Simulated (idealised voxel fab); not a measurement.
process module | voxel self aligned vias
cross-section cut | 140 nm wide | cells 5 nm
A cross-section is a grid of square cells, given in bands from the top down. A band is one or more rows of cells.
Each band's line starts with the height of the band's top and of its bottom, in nm. Then come its materials from left to right, each with its width in nm. One material with "throughout" fills the band from edge to edge. "air" is empty space.
Height 0 is the level under which the wafer as received is all one material. The lowest band goes on downwards, as in "0 down".
A width such as "30 to 40" changes by the same amount from each row of cells to the next, from the band's top row to its bottom row.
"no change" after a step means that no cell of the cross-section changed.
closed voids: empty space of 8 cells or more with no open way to the top, each as width x height at its distance from the left edge, in nm
after a step's settings: what the simulator itself notes on the step
overlay nm, on a step with a mask: how far to the right of its planned place the mask lay; to the left if negative
plan
1 op RECEIVE | material Si
2 op CONFORMAL_DEP | material SiO2 | thk nm 15
3 op CONFORMAL_DEP | material SiCN | thk nm 5
4 op DIRECTIONAL_DEP | material SiO2 | thk nm 20
5 op MASKED_ETCH | tone open | mask id LINES | width nm 25 | pitch nm 50 | etch materials SiO2 | depth nm 20 | overlay nm 0
6 op CONFORMAL_DEP | material TiN | thk nm 5
7 op FILL_DEP | material W | thk nm 10
8 op CMP | height nm 40
9 op SELECTIVE_ETCH | etch materials W Ru TiN | depth nm 10
10 op FILL_DEP | material SiN | thk nm 5
11 op CMP | height nm 40
12 op DIRECTIONAL_DEP | material SiO2 | thk nm 15
13 op PATTERN | tone open | mask id VIAS | material resist | width nm 25 | thk nm 20 | overlay nm 0
14 op DIRECTIONAL_ETCH | etch materials SiO2 | depth nm 15
15 op DIRECTIONAL_ETCH | etch materials SiN | depth nm 10
16 op STRIP | etch materials resist
17 op CONFORMAL_DEP | material TiN | thk nm 5
18 op FILL_DEP | material Cu | thk nm 10
19 op CMP | height nm 55
20 op CONFORMAL_DEP | material SiN | thk nm 5
varied across the wafers: width nm of step 13. The plan shows the first wafer's value. All wafers start alike
first wafer as received, after step 1
  0 down: Si throughout
  closed voids: none
first wafer at the end, after step 20
  60 to 55: SiN throughout
  55 to 40: SiO2 30 | TiN 5 | Cu 15 | TiN 5 | SiO2 85
  40 to 35: SiO2 30 | TiN 5 | Cu 15 | TiN 5 | SiO2 25 | SiN 25 | SiO2 35
  35 to 30: SiO2 30 | TiN 25 | SiO2 25 | SiN 25 | SiO2 35
  30 to 25: SiO2 30 | TiN 5 | W 15 | TiN 5 | SiO2 25 | TiN 5 | W 15 | TiN 5 | SiO2 35
  25 to 20: SiO2 30 | TiN 25 | SiO2 25 | TiN 25 | SiO2 35
  20 to 15: SiCN throughout
  15 to 0: SiO2 throughout
  0 down: Si throughout
  closed voids: none
last wafer at the end
  60 to 55: SiN throughout
  55 to 45: SiO2 20 | TiN 5 | Cu 40 | TiN 5 | SiO2 70
  45 to 40: SiO2 20 | TiN 15 | Cu 15 | TiN 20 | SiO2 70
  40 to 35: SiO2 30 | TiN 5 | Cu 15 | TiN 5 | SiO2 25 | SiN 25 | SiO2 35
  35 to 30: SiO2 30 | TiN 25 | SiO2 25 | SiN 25 | SiO2 35
  30 to 25: SiO2 30 | TiN 5 | W 15 | TiN 5 | SiO2 25 | TiN 5 | W 15 | TiN 5 | SiO2 35
  25 to 20: SiO2 30 | TiN 25 | SiO2 25 | TiN 25 | SiO2 35
  20 to 15: SiCN throughout
  15 to 0: SiO2 throughout
  0 down: Si throughout
  closed voids: none
each wafer at the end: cells of each material gained (+) or lost (-) since it was received, then its closed voids
width nm 25 | +12 Cu | +28 SiCN | +38 SiN | +225 SiO2 | +27 TiN | +6 W | closed voids: none
width nm 30 | +14 Cu | +28 SiCN | +38 SiN | +222 SiO2 | +28 TiN | +6 W | closed voids: none
width nm 35 | +16 Cu | +28 SiCN | +38 SiN | +219 SiO2 | +29 TiN | +6 W | closed voids: none
width nm 40 | +18 Cu | +28 SiCN | +38 SiN | +216 SiO2 | +30 TiN | +6 W | closed voids: none
width nm 45 | +20 Cu | +28 SiCN | +38 SiN | +213 SiO2 | +31 TiN | +6 W | closed voids: none
width nm 50 | +22 Cu | +28 SiCN | +38 SiN | +210 SiO2 | +32 TiN | +6 W | closed voids: none
